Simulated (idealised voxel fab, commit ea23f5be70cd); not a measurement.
A process module follows: voxel ribs on slabs.
This is section cut - it's 255 nm across, gridded in 5 nm square cells.
Throughout this document, each cross-section is represented as a grid of square cells and is presented as a sequence of bands enumerated from the top downward, where a band comprises one or more rows of cells.
Band entry format. Leading values: height of top, height of bottom, nm. Remainder: materials in left-to-right order, each with its width in nm. Special words: "all across" on a single material, which then fills the band edge to edge; "empty", empty space.
All heights in this document are referenced to 0, defined as the level beneath which the wafer, as received, consists entirely of one material. The lowest band is not bounded below; it extends indefinitely downward and is written in the form "0 nm and below".
It should be noted that a width expressed as "30 to 40" varies in equal increments from row to row of cells within the band, taking the value of the first number at the top row and that of the second number at the bottom row.
"no modification" means the step left every cell of the cross-section as it was.
Closed-off voids of 8+ cells (no open route to the top) go in "Voids lacking openings", written width x height at distance from the left edge, in nm.
If you see something after the settings on a step's line, that's the simulator's own remark about that step.
Steps that use a mask can have "overlay nm" on their line. It says how far the mask sat to the right of where it was meant to be. Negative means to the left.
These are the steps we planned for the process:
1) RECEIVE (material Si)
2) DIRECTIONAL_DEP (material SiO2; thk nm 30)
3) DIRECTIONAL_DEP (material polySi; thk nm 25)
4) MASKED_ETCH (tone cover; mask id RIB; width nm 15; etch materials polySi; depth nm 5; overlay nm 0)
5) MASKED_ETCH (tone cover; mask id SLAB; width nm 75; etch materials polySi; depth nm 20; overlay nm 0)
6) FILL_DEP (material SiO2; thk nm 20)
7) CMP (height nm 65)
8) DIRECTIONAL_DEP (material TiN; thk nm 5)
9) DIRECTIONAL_DEP (material aC; thk nm 15)
10) PATTERN (tone cover; mask id HEATER; material resist; width nm 25; thk nm 30; overlay nm 0)
11) DIRECTIONAL_ETCH (etch materials aC; depth nm 15)
12) STRIP (etch materials resist)
13) DIRECTIONAL_ETCH (etch materials TiN; depth nm 5)
14) STRIP (etch materials aC)
15) CONFORMAL_DEP (material SiO2; thk nm 10)
Wafer as received: cross-section following step 1:
- 0 nm and below | Si all across
- Voids lacking openings: none
Starting wafer: above. Plan: above. Run: one mistake. Cross-section after the module: below:
- 80 nm to 75 nm | empty=105  SiO2=45  empty=105
- 75 nm to 70 nm | SiO2 all across
- 70 nm to 65 nm | SiO2=115  TiN=25  SiO2=115
- 65 nm to 25 nm | SiO2 all across
- 25 nm to 0 nm | polySi all across
- 0 nm and below | Si all across
- Voids lacking openings: none
Deviation from plan: a sequencing error occurred in which plan steps 2 and 3 were transposed
